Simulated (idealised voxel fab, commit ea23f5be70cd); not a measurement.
The following process module bears the name voxel spacer lines.
Section cut is 200 nm wide and gridded with 5 nm square cells.
Just so we're on the same page, the cross-sections are grids of square cells, and they're listed out in bands top to bottom, each band one or more rows deep. Heads up on the band format: heights come first, top then bottom, in nm. After that it's the materials left to right, each with its width in nm. A single material flagged "throughout" fills the whole band edge to edge, and "air" means there's empty space there. Heights are measured from 0, the level below which the as-received wafer is all one material; the lowest band has no bottom and continues downward, written as in "0..down". The width entry "30 to 40" should be interpreted row by row: the top row of cells in the band takes the first number, the bottom row takes the second number, and the change between adjacent rows is uniform throughout. Key: "identical to before" - step with no changed cell in the cross-section. Basically, "Completely enclosed voids" tells you about the enclosed voids: empty spaces with no open way to the top, 8 cells or bigger, each written width x height at distance, where distance is from the left edge, all in nm. Whatever follows a step's settings on its line is a remark the simulator itself makes about that step. Steps that use a mask can have "overlay nm" on their line. It says how far the mask sat to the right of where it was meant to be. Negative means to the left.

The process steps that were planned are listed below
- 1: RECEIVE: material Si
- 2: CONFORMAL_DEP: material Al2O3, thk nm 5
- 3: DIRECTIONAL_DEP: material TiN, thk nm 20
- 4: DIRECTIONAL_DEP: material polySi, thk nm 20
- 5: PATTERN: tone cover, mask id MANDREL, material resist, width nm 20, pitch nm 70, thk nm 25, overlay nm -15
- 6: DIRECTIONAL_ETCH: etch materials polySi, depth nm 20
- 7: STRIP: etch materials resist
- 8: CONFORMAL_DEP: material SiO2, thk nm 15
- 9: DIRECTIONAL_ETCH: etch materials SiO2, depth nm 15
- 10: STRIP: etch materials polySi
- 11: DIRECTIONAL_ETCH: etch materials TiN, depth nm 20
- 12: STRIP: etch materials SiO2
Don't read the plan's overlay nm for step 5 as applying to every wafer: that's the first wafer's value, and the wafers differ in it, though they all start identical.

Cross-section of the first of several wafers on receipt, reflecting completion of step 1
- 0..down = Si throughout
- Completely enclosed voids: none

Every row in this table is a wafer at the end of the module, and it gives, for each of the materials, the cells that wafer has gained (+) or lost (-) since it was received, then its closed voids
overlay nm -15, +40 Al2O3, +48 TiN, Completely enclosed voids: none
overlay nm -10, +40 Al2O3, +48 TiN, Completely enclosed voids: none
overlay nm -5, +40 Al2O3, +48 TiN, Completely enclosed voids: none
overlay nm 0, +40 Al2O3, +48 TiN, Completely enclosed voids: none
overlay nm 5, +40 Al2O3, +48 TiN, Completely enclosed voids: none
overlay nm 10, +40 Al2O3, +48 TiN, Completely enclosed voids: none
overlay nm 15, +40 Al2O3, +48 TiN, Completely enclosed voids: none
